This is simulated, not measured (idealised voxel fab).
process module | voxel transistor to metal
cross-section cut | 300 nm wide | cells 5 nm
A cross-section is a grid of square cells, given in bands from the top down. A band is one or more rows of cells.
Each band's line starts with the height of the band's top and of its bottom, in nm. Then come its materials from left to right, each with its width in nm. One material with "throughout" fills the band from edge to edge. "air" is empty space.
Height 0 is the level under which the wafer as received is all one material. The lowest band goes on downwards, as in "0 down".
A width such as "30 to 40" changes by the same amount from each row of cells to the next, from the band's top row to its bottom row.
"no change" after a step means that no cell of the cross-section changed.
closed voids: empty space of 8 cells or more with no open way to the top, each as width x height at its distance from the left edge, in nm
after a step's settings: what the simulator itself notes on the step
overlay nm, on a step with a mask: how far to the right of its planned place the mask lay; to the left if negative
plan
1 op RECEIVE | material Si
2 op CONFORMAL_DEP | material SiO2 | thk nm 5
3 op CONFORMAL_DEP | material SiN | thk nm 10
4 op DIRECTIONAL_DEP | material aC | thk nm 15
5 op PATTERN | tone cover | mask id ACTIVE | material resist | width nm 95 | pitch nm 125 | thk nm 30 | overlay nm 0
6 op DIRECTIONAL_ETCH | etch materials aC | depth nm 15
7 op STRIP | etch materials resist
8 op DIRECTIONAL_ETCH | etch materials SiN | depth nm 10
9 op DIRECTIONAL_ETCH | etch materials SiO2 | depth nm 5
10 op DIRECTIONAL_ETCH | etch materials Si | depth nm 20
11 op STRIP | etch materials aC
12 op FILL_DEP | material SiO2 | thk nm 10
13 op CMP | height nm 15
14 op SELECTIVE_ETCH | etch materials SiO2 | depth nm 5
15 op STRIP | etch materials SiN
16 op SELECTIVE_ETCH | etch materials SiO2 | depth nm 5
17 op OXIDIZE | depth nm 5
18 op DIRECTIONAL_DEP | material polySi | thk nm 25
19 op DIRECTIONAL_DEP | material SiCN | thk nm 15
20 op DIRECTIONAL_DEP | material aC | thk nm 10
21 op PATTERN | tone cover | mask id GATE | material resist | width nm 15 | pitch nm 125 | thk nm 25 | overlay nm 0
22 op DIRECTIONAL_ETCH | etch materials aC | depth nm 10
23 op STRIP | etch materials resist
24 op DIRECTIONAL_ETCH | etch materials SiCN | depth nm 25
25 op DIRECTIONAL_ETCH | etch materials polySi | depth nm 35
26 op STRIP | etch materials aC
27 op CONFORMAL_DEP | material SiN | thk nm 5
28 op DIRECTIONAL_ETCH | etch materials SiN | depth nm 5
29 op DIRECTIONAL_ETCH | etch materials SiO2 | depth nm 5
30 op EPI | material nSi | thk nm 5
31 op FILL_DEP | material SiO2 | thk nm 10
32 op CMP | height nm 40
33 op DIRECTIONAL_DEP | material SiO2 | thk nm 15
34 op DIRECTIONAL_DEP | material aC | thk nm 15
35 op PATTERN | tone open | mask id CONTACT | material resist | width nm 15 | thk nm 35 | overlay nm 0
36 op DIRECTIONAL_ETCH | etch materials aC | depth nm 15
37 op STRIP | etch materials resist
38 op DIRECTIONAL_ETCH | etch materials SiO2 | depth nm 55
39 op STRIP | etch materials aC
40 op CONFORMAL_DEP | material TiN | thk nm 5
41 op FILL_DEP | material W | thk nm 5
42 op CMP | height nm 55
43 op DIRECTIONAL_DEP | material TiN | thk nm 5
44 op DIRECTIONAL_DEP | material W | thk nm 15
45 op DIRECTIONAL_DEP | material aC | thk nm 15
46 op PATTERN | tone cover | mask id METAL_1 | material resist | width nm 15 | thk nm 30 | overlay nm 0
47 op DIRECTIONAL_ETCH | etch materials aC | depth nm 15
48 op STRIP | etch materials resist
49 op DIRECTIONAL_ETCH | etch materials W | depth nm 15
50 op DIRECTIONAL_ETCH | etch materials TiN | depth nm 5
51 op STRIP | etch materials aC
52 op CONFORMAL_DEP | material SiN | thk nm 5
53 op FILL_DEP | material lowk | thk nm 5
54 op CMP | height nm 75
55 op CONFORMAL_DEP | material SiN | thk nm 5
as received, after step 1
  0 down: Si throughout
  closed voids: none
a wafer at the end: this start, this plan, one mistake
  80 to 75: SiN throughout
  75 to 60: lowk 45 | SiN 5 | W 15 | SiN 5 | lowk 35 | SiN 5 | W 15 | SiN 5 | lowk 40 | SiN 5 | W 15 | SiN 5 | lowk 35 | SiN 5 | W 15 | SiN 5 | lowk 45
  60 to 55: SiN 50 | TiN 15 | SiN 45 | TiN 15 | SiN 50 | TiN 15 | SiN 45 | TiN 15 | SiN 50
  55 to 40: SiO2 50 | TiN 5 | W 5 | TiN 5 | SiO2 45 | TiN 5 | W 5 | TiN 5 | SiO2 50 | TiN 5 | W 5 | TiN 5 | SiO2 45 | TiN 5 | W 5 | TiN 5 | SiO2 50
  40 to 25: SiO2 50 | TiN 5 | W 5 | TiN 5 | SiO2 10 | SiN 5 | SiCN 15 | SiN 5 | SiO2 10 | TiN 5 | W 5 | TiN 5 | SiO2 50 | TiN 5 | W 5 | TiN 5 | SiO2 10 | SiN 5 | SiCN 15 | SiN 5 | SiO2 10 | TiN 5 | W 5 | TiN 5 | SiO2 50
  25 to 5: SiO2 50 | TiN 5 | W 5 | TiN 5 | SiO2 10 | SiN 5 | polySi 15 | SiN 5 | SiO2 10 | TiN 5 | W 5 | TiN 5 | SiO2 50 | TiN 5 | W 5 | TiN 5 | SiO2 10 | SiN 5 | polySi 15 | SiN 5 | SiO2 10 | TiN 5 | W 5 | TiN 5 | SiO2 50
  5 to 0: SiO2 35 | SiN 5 | SiO2 10 | TiN 15 | SiO2 10 | SiN 5 | polySi 15 | SiN 5 | SiO2 10 | TiN 15 | SiO2 10 | SiN 5 | SiO2 20 | SiN 5 | SiO2 10 | TiN 15 | SiO2 10 | SiN 5 | polySi 15 | SiN 5 | SiO2 10 | TiN 15 | SiO2 10 | SiN 5 | SiO2 35
  0 to -5: SiO2 35 | SiN 5 | nSi 35 | SiO2 25 | nSi 35 | SiN 5 | SiO2 20 | SiN 5 | nSi 35 | SiO2 25 | nSi 35 | SiN 5 | SiO2 35
  -5 to -10: SiO2 45 | Si 85 | SiO2 40 | Si 85 | SiO2 45
  -10 to -20: SiO2 40 | Si 95 | SiO2 30 | Si 95 | SiO2 40
  -20 down: Si throughout
  closed voids: none
what went wrong: step 2 was left out
